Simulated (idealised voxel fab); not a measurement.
The process module presented herein is designated voxel fin reveal.
180 nm wide, 5 nm square cells: that's cross-section cut.
Throughout this document, each cross-section is represented as a grid of square cells and is presented as a sequence of bands enumerated from the top downward, where a band comprises one or more rows of cells.
In this notation a band is specified by the heights of its top and bottom, in that order and in nm, after which its materials appear from left to right, each paired with its width in nm. The word "edge to edge" attached to a single material means that material fills the band from edge to edge; the word "air" stands for empty space.
Below 0: as-received wafer, all one material; heights counted from there. Lowest band: no bottom, goes on down, written "0..down".
It should be noted that a width expressed as "30->40" varies in equal increments from row to row of cells within the band, taking the value of the first number at the top row and that of the second number at the bottom row.
The designation "left unchanged", where it is given for a processing step, indicates that no cell of the cross-section was altered in the course of that step.
Entry "Entrapped voids". Content: empty spaces with no open connection to the top, size 8 cells or greater. Each: width x height at distance. Distance: from left edge. Unit: nm.
On each step's line, the part that comes after the settings is the simulator's own comment on the step.
overlay nm: where the mask lay relative to plan, measured to the right, on steps with a mask; negatives go left.

### Below is the list of planned process steps
- 1: RECEIVE [material Si]
- 2: CONFORMAL_DEP [material SiN] [thk nm 10]
- 3: DIRECTIONAL_DEP [material aC] [thk nm 10]
- 4: PATTERN [tone cover] [mask id FINS] [material resist] [width nm 15] [pitch nm 35] [thk nm 30] [overlay nm 0]
- 5: DIRECTIONAL_ETCH [etch materials aC] [depth nm 10]
- 6: STRIP [etch materials resist]
- 7: DIRECTIONAL_ETCH [etch materials SiN] [depth nm 10]
- 8: DIRECTIONAL_ETCH [etch materials Si] [depth nm 40]
- 9: STRIP [etch materials aC]
- 10: FILL_DEP [material SiO2] [thk nm 5]
- 11: CMP [height nm 10]
- 12: SELECTIVE_ETCH [etch materials SiO2] [depth nm 25]
- 13: STRIP [etch materials SiN]
- 14: CONFORMAL_DEP [material SiO2] [thk nm 5]

### The first of a set of two wafers, run to plan

### Cross-section of the incoming wafer, state after step 1
	0..down: Si edge to edge
	Entrapped voids: none

### After step 2, in cross-section
	10..0: SiN edge to edge
	All layers under 0 are left as they were.

### After step 3, in cross-section
	20..10: aC edge to edge
	All layers under 10 are left as they were.

### After step 4, in cross-section
	50..20: 45 of air / 15 of resist / 20 of air / 15 of resist / 20 of air / 15 of resist / 50 of air
	All layers under 20 are left as they were.

### After step 5, in cross-section
	40..20: 45 of air / 15 of resist / 20 of air / 15 of resist / 20 of air / 15 of resist / 50 of air
	20..10: 45 of air / 15 of aC / 20 of air / 15 of aC / 20 of air / 15 of aC / 50 of air
	All layers under 10 are left as they were.

### After step 6, in cross-section
	20..10: 45 of air / 15 of aC / 20 of air / 15 of aC / 20 of air / 15 of aC / 50 of air
	All layers under 10 are left as they were.

### After step 7, in cross-section
	20..10: 45 of air / 15 of aC / 20 of air / 15 of aC / 20 of air / 15 of aC / 50 of air
	10..0: 45 of air / 15 of SiN / 20 of air / 15 of SiN / 20 of air / 15 of SiN / 50 of air
	All layers under 0 are left as they were.

### After step 8, in cross-section
	20..10: 45 of air / 15 of aC / 20 of air / 15 of aC / 20 of air / 15 of aC / 50 of air
	10..0: 45 of air / 15 of SiN / 20 of air / 15 of SiN / 20 of air / 15 of SiN / 50 of air
	0..-40: 45 of air / 15 of Si / 20 of air / 15 of Si / 20 of air / 15 of Si / 50 of air
	All layers under -40 are left as they were.

### After step 9, in cross-section
	10..0: 45 of air / 15 of SiN / 20 of air / 15 of SiN / 20 of air / 15 of SiN / 50 of air
	All layers under 0 are left as they were.

### After step 10, in cross-section
	15..10: SiO2 edge to edge
	10..0: 45 of SiO2 / 15 of SiN / 20 of SiO2 / 15 of SiN / 20 of SiO2 / 15 of SiN / 50 of SiO2
	0..-40: 45 of SiO2 / 15 of Si / 20 of SiO2 / 15 of Si / 20 of SiO2 / 15 of Si / 50 of SiO2
	All layers under -40 are left as they were.

### After step 11, in cross-section
	10..0: 45 of SiO2 / 15 of SiN / 20 of SiO2 / 15 of SiN / 20 of SiO2 / 15 of SiN / 50 of SiO2
	All layers under 0 are left as they were.

### After step 12, in cross-section
	10..0: 45 of air / 15 of SiN / 20 of air / 15 of SiN / 20 of air / 15 of SiN / 50 of air
	0..-15: 45 of air / 15 of Si / 20 of air / 15 of Si / 20 of air / 15 of Si / 50 of air
	All layers under -15 are left as they were.

### After step 13, in cross-section
	0..-15: 45 of air / 15 of Si / 20 of air / 15 of Si / 20 of air / 15 of Si / 50 of air
	All layers under -15 are left as they were.

### After step 14, in cross-section
	5..0: 40 of air / 25 of SiO2 / 10 of air / 25 of SiO2 / 10 of air / 25 of SiO2 / 45 of air
	0..-10: 40 of air / 5 of SiO2 / 15 of Si / 5 of SiO2 / 10 of air / 5 of SiO2 / 15 of Si / 5 of SiO2 / 10 of air / 5 of SiO2 / 15 of Si / 5 of SiO2 / 45 of air
	-10..-40: 45 of SiO2 / 15 of Si / 20 of SiO2 / 15 of Si / 20 of SiO2 / 15 of Si / 50 of SiO2
	All layers under -40 are left as they were.

### The second wafer was prepared from the same starting point and under the same plan as the first; its processing contained one mistake, and it remains indistinguishable from the first wafer up to and including step 11

### Look at the second wafer in cross-section at the time step 12 ought to have finished
	10..0: 45 of SiO2 / 15 of air / 20 of SiO2 / 15 of air / 20 of SiO2 / 15 of air / 50 of SiO2
	All layers under 0 are left as they were.

### Look at the second wafer in cross-section at the time step 13 ought to have finished
	0..-15: 45 of air / 15 of Si / 20 of air / 15 of Si / 20 of air / 15 of Si / 50 of air
	-15..-25: 20 of SiO2 / 25 of air / 15 of Si / 20 of air / 15 of Si / 20 of air / 15 of Si / 25 of air / 25 of SiO2
	All layers under -25 are left as they were.

### Look at the second wafer in cross-section at the time step 14 ought to have finished
	5..0: 40 of air / 25 of SiO2 / 10 of air / 25 of SiO2 / 10 of air / 25 of SiO2 / 45 of air
	0..-10: 40 of air / 5 of SiO2 / 15 of Si / 5 of SiO2 / 10 of air / 5 of SiO2 / 15 of Si / 5 of SiO2 / 10 of air / 5 of SiO2 / 15 of Si / 5 of SiO2 / 45 of air
	-10..-20: 25 of SiO2 / 15 of air / 5 of SiO2 / 15 of Si / 5 of SiO2 / 10 of air / 5 of SiO2 / 15 of Si / 5 of SiO2 / 10 of air / 5 of SiO2 / 15 of Si / 5 of SiO2 / 15 of air / 30 of SiO2
	-20..-40: 45 of SiO2 / 15 of Si / 20 of SiO2 / 15 of Si / 20 of SiO2 / 15 of Si / 50 of SiO2
	All layers under -40 are left as they were.
Plan not followed: swap of plan steps 12 and 13 during execution
Final tally in cells, some materials are higher or lower on the second wafer than on the first: SiO2 -20
